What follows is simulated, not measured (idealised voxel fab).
Process module heading - voxel wiring stack
Square cell edge 5 nm, section width 170 nm, ID cut.
When this document writes out a cross-section, it uses a grid of square cells and lists it as bands, beginning at the top and moving down, with a band standing for one or more rows of cells. A band entry consists of two parts. The first gives the height of the band's top and the height of its bottom, in nm. The rest lists the band's materials from left to right, each with its width in nm. A single material labelled with the word "throughout" fills the band from edge to edge, and the word "empty" marks empty space. Measure heights from 0. That's the level where, below it, the as-received wafer is all one material. The lowest band is bottomless and extends downward; write it as in "0 and below". Width spec "30->40" -> top row of cells at first value, bottom row at second value, equal per-row change in between. Given "no modification" for a step, no cell of the cross-section differs between before and after that step. Reported under the label "Sealed void list" are the empty spaces having no open way to the top and comprising 8 cells or more; the notation for each is width x height at distance, in which the distance is measured from the left edge and all three values are in nm. It should be noted that, on the line of a given step, the content following the step's settings is a remark produced by the simulator itself with respect to that step. overlay nm: where the mask lay relative to plan, measured to the right, on steps with a mask; negatives go left.

-- Process steps (planned)
1,RECEIVE: material Si
2,CONFORMAL_DEP: material SiO2, thk nm 10
3,DIRECTIONAL_DEP: material TiN, thk nm 5
4,DIRECTIONAL_DEP: material Ru, thk nm 25
5,PATTERN: tone cover, mask id METAL_1, material resist, width nm 20, pitch nm 45, thk nm 20, overlay nm 0
6,DIRECTIONAL_ETCH: etch materials Ru, depth nm 25
7,DIRECTIONAL_ETCH: etch materials TiN, depth nm 5
8,STRIP: etch materials resist
9,CONFORMAL_DEP: material SiN, thk nm 5
10,FILL_DEP: material lowk, thk nm 10
11,CMP: height nm 40
12,CONFORMAL_DEP: material SiCN, thk nm 5
13,DIRECTIONAL_DEP: material SiO2, thk nm 10
14,DIRECTIONAL_DEP: material aC, thk nm 10
15,PATTERN: tone open, mask id PLUG_1, material resist, width nm 15, pitch nm 45, thk nm 30, overlay nm 0
16,DIRECTIONAL_ETCH: etch materials aC, depth nm 10
17,STRIP: etch materials resist
18,DIRECTIONAL_ETCH: etch materials SiO2, depth nm 10
19,DIRECTIONAL_ETCH: etch materials SiCN, depth nm 5
20,STRIP: etch materials aC
21,CONFORMAL_DEP: material TiN, thk nm 5
22,FILL_DEP: material Cu, thk nm 5
23,CMP: height nm 55
24,DIRECTIONAL_DEP: material TiN, thk nm 5
25,DIRECTIONAL_DEP: material Ru, thk nm 20
26,PATTERN: tone cover, mask id METAL_2, material resist, width nm 20, pitch nm 45, thk nm 15, overlay nm 0
27,DIRECTIONAL_ETCH: etch materials Ru, depth nm 20
28,DIRECTIONAL_ETCH: etch materials TiN, depth nm 5
29,STRIP: etch materials resist
30,FILL_DEP: material lowk, thk nm 5
31,CMP: height nm 80
32,CONFORMAL_DEP: material SiCN, thk nm 5

-- Cross-section of the wafer at receipt, which is the condition after step 1
0 and below  Si throughout
Sealed void list: none

-- Cross-section at module end, one run error; start and plan unchanged from above
85 down to 80  SiCN throughout
80 down to 60  lowk 50 nm | Ru 20 nm | lowk 25 nm | Ru 20 nm | lowk 55 nm
60 down to 55  lowk 50 nm | TiN 20 nm | lowk 25 nm | TiN 20 nm | lowk 55 nm
55 down to 45  SiO2 50 nm | TiN 5 nm | Cu 5 nm | TiN 5 nm | SiO2 30 nm | TiN 5 nm | Cu 5 nm | TiN 5 nm | SiO2 60 nm
45 down to 40  SiCN 50 nm | TiN 15 nm | SiCN 30 nm | TiN 15 nm | SiCN 60 nm
40 down to 20  lowk 45 nm | SiN 5 nm | Ru 20 nm | SiN 5 nm | lowk 15 nm | SiN 5 nm | Ru 20 nm | SiN 5 nm | lowk 50 nm
20 down to 15  SiN 50 nm | Ru 20 nm | SiN 25 nm | Ru 20 nm | SiN 55 nm
15 down to 5  SiO2 throughout
5 down to 0  TiN throughout
0 and below  Si throughout
Sealed void list: none
Against the plan, the run slipped here: the processing plan was not followed for steps 2 and 3, which were run with their positions exchanged
